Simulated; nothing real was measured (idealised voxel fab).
This is a process module. Its name is voxel self aligned contacts.
Section cut is 170 nm wide and gridded with 5 nm square cells.
Cross-section layout: square cells on a grid; listed as bands, top to bottom; a band spans one or more cell rows. Look at the band entry: it leads with the top's height and the bottom's height in nm. Then it lists the materials left to right, with a width in nm for each. The word "all across" on a single material says that material fills the band edge to edge. The word "blank" is empty space. Heads up on the height convention: 0 is the point under which the incoming wafer is all one material, and the lowest band has no bottom, it just keeps going down, like "0 -> down". Width "30..40": first value at the band's top row of cells, second value at its bottom row, equal change from row to row. It should be understood that the words "no change", when stated for a given step, signify that the cross-section underwent no change in any of its cells during that step. If an empty space has no open way to the top and is at least 8 cells in size, "Closed void listing" lists it, written width x height at distance, where distance is measured from the left edge and every value is in nm. Past the settings on a step's line: simulator remark, on that step. overlay nm: right-of-plan distance of the mask on a masked step; negative values mean left-of-plan.

Below is the list of planned process steps:
step 1: RECEIVE [material Si]
step 2: CONFORMAL_DEP [material SiO2] [thk nm 5]
step 3: DIRECTIONAL_DEP [material polySi] [thk nm 30]
step 4: DIRECTIONAL_DEP [material SiN] [thk nm 25]
step 5: MASKED_ETCH [tone cover] [mask id GATE] [width nm 30] [pitch nm 70] [etch materials SiN] [depth nm 25] [overlay nm 0]
step 6: MASKED_ETCH [tone cover] [mask id GATE] [width nm 20] [pitch nm 70] [etch materials polySi] [depth nm 30] [overlay nm 0]
step 7: CONFORMAL_DEP [material SiN] [thk nm 10]
step 8: DIRECTIONAL_ETCH [etch materials SiN] [depth nm 10]
step 9: FILL_DEP [material SiO2] [thk nm 10]
step 10: CMP [height nm 65]
step 11: DIRECTIONAL_DEP [material aC] [thk nm 15]
step 12: PATTERN [tone open] [mask id CONTACT] [material resist] [width nm 50] [thk nm 35] [overlay nm 0]
step 13: DIRECTIONAL_ETCH [etch materials aC] [depth nm 15]
step 14: STRIP [etch materials resist]
step 15: DIRECTIONAL_ETCH [etch materials SiO2] [depth nm 65]
step 16: STRIP [etch materials aC]
step 17: CONFORMAL_DEP [material TiN] [thk nm 5]
step 18: FILL_DEP [material W] [thk nm 5]
step 19: CMP [height nm 65]
step 20: CONFORMAL_DEP [material SiN] [thk nm 5]
Wafer-to-wafer difference: width nm, step 6. Common start. Plan = first wafer's value.

As-received state after step 1, first of several wafers, cross-section:
0 -> down | Si all across
Closed void listing: none

Below is a per-wafer table. In it, each row describes the wafer at the end of the module by giving, for each material, the number of cells gained (+) or lost (-) since the wafer was received, and after that the closed voids of the wafer:
width nm 20, +182 SiN, +164 SiO2, +34 TiN, +24 W, +72 polySi, Closed void listing: none
width nm 25, +182 SiN, +164 SiO2, +34 TiN, +24 W, +72 polySi, Closed void listing: none
width nm 30, +182 SiN, +164 SiO2, +34 TiN, +24 W, +72 polySi, Closed void listing: none
width nm 35, +182 SiN, +159 SiO2, +34 TiN, +17 W, +84 polySi, Closed void listing: none
width nm 40, +182 SiN, +154 SiO2, +34 TiN, +10 W, +96 polySi, Closed void listing: none
width nm 45, +182 SiN, +149 SiO2, +27 TiN, +10 W, +108 polySi, Closed void listing: none
